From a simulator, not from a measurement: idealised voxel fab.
The document below concerns the process module designated voxel trench capacitor.
We display cut, a cross-section 280 nm in width whose square cells are each 5 nm.
Cross-section format: a grid of square cells, given as bands from top to bottom; each band is one or more rows of cells.
Heights first: top, then bottom, in nm. Then materials, left to right, each with a width in nm. "throughout" on a single material: fills the band edge to edge. "blank": empty space.
Ref level 0: as-received wafer is one material below here. Bottom band extends down with no lower bound ("top 0, no bottom").
When a width is written as two numbers, as in "30..40", the first number is the width in the top row of cells of the band and the second is the width in its bottom row, and the width changes by the same amount from each row to the next.
The designation "same as before", where it is given for a processing step, indicates that no cell of the cross-section was altered in the course of that step.
Look at "Voids, enclosed" for the closed voids: empty spaces with no open path to the top, sized 8 cells or up. Each is width x height at distance, distance from the left edge, all nm.
What comes after the settings on a step's line is commentary from the simulator itself on that step.
overlay nm: on a step with a mask, how far right of its planned place the mask lay; negative means left.

So here's the lineup of process steps we planned:
1) RECEIVE [material Si]
2) CONFORMAL_DEP [material SiN] [thk nm 10]
3) MASKED_ETCH [tone open] [mask id TRENCH] [width nm 20] [pitch nm 40] [etch materials SiN] [depth nm 10] [overlay nm 0]
4) MASKED_ETCH [tone open] [mask id TRENCH] [width nm 20] [pitch nm 40] [etch materials Si] [depth nm 40] [overlay nm 0]
5) CONFORMAL_DEP [material SiO2] [thk nm 5]
6) FILL_DEP [material polySi] [thk nm 10]
7) CMP [height nm 10]

Incoming wafer, cross-sectional view, post step 1:
* top 0, no bottom: Si throughout
* Voids, enclosed: none

The cross-section shown corresponds to the wafer at the conclusion of the module. The initial structure and the process plan are those presented above; however, one mistake occurred in executing the plan:
* top 10, bottom 0: 95 of SiN; 5 of SiO2; 5 of polySi; 5 of SiO2; 25 of SiN; 5 of SiO2; 5 of polySi; 5 of SiO2; 25 of SiN; 5 of SiO2; 5 of polySi; 5 of SiO2; 90 of SiN
* top 0, bottom -35: 95 of Si; 5 of SiO2; 5 of polySi; 5 of SiO2; 25 of Si; 5 of SiO2; 5 of polySi; 5 of SiO2; 25 of Si; 5 of SiO2; 5 of polySi; 5 of SiO2; 90 of Si
* top -35, bottom -40: 95 of Si; 15 of SiO2; 25 of Si; 15 of SiO2; 25 of Si; 15 of SiO2; 90 of Si
* top -40, no bottom: Si throughout
* Voids, enclosed: none
Processing error: so step 3 ended up running with a different setting than we planned, it ran as MASKED_ETCH [tone open] [mask id TRENCH] [width nm 15] [pitch nm 40] [etch materials SiN] [depth nm 10] [overlay nm 0]
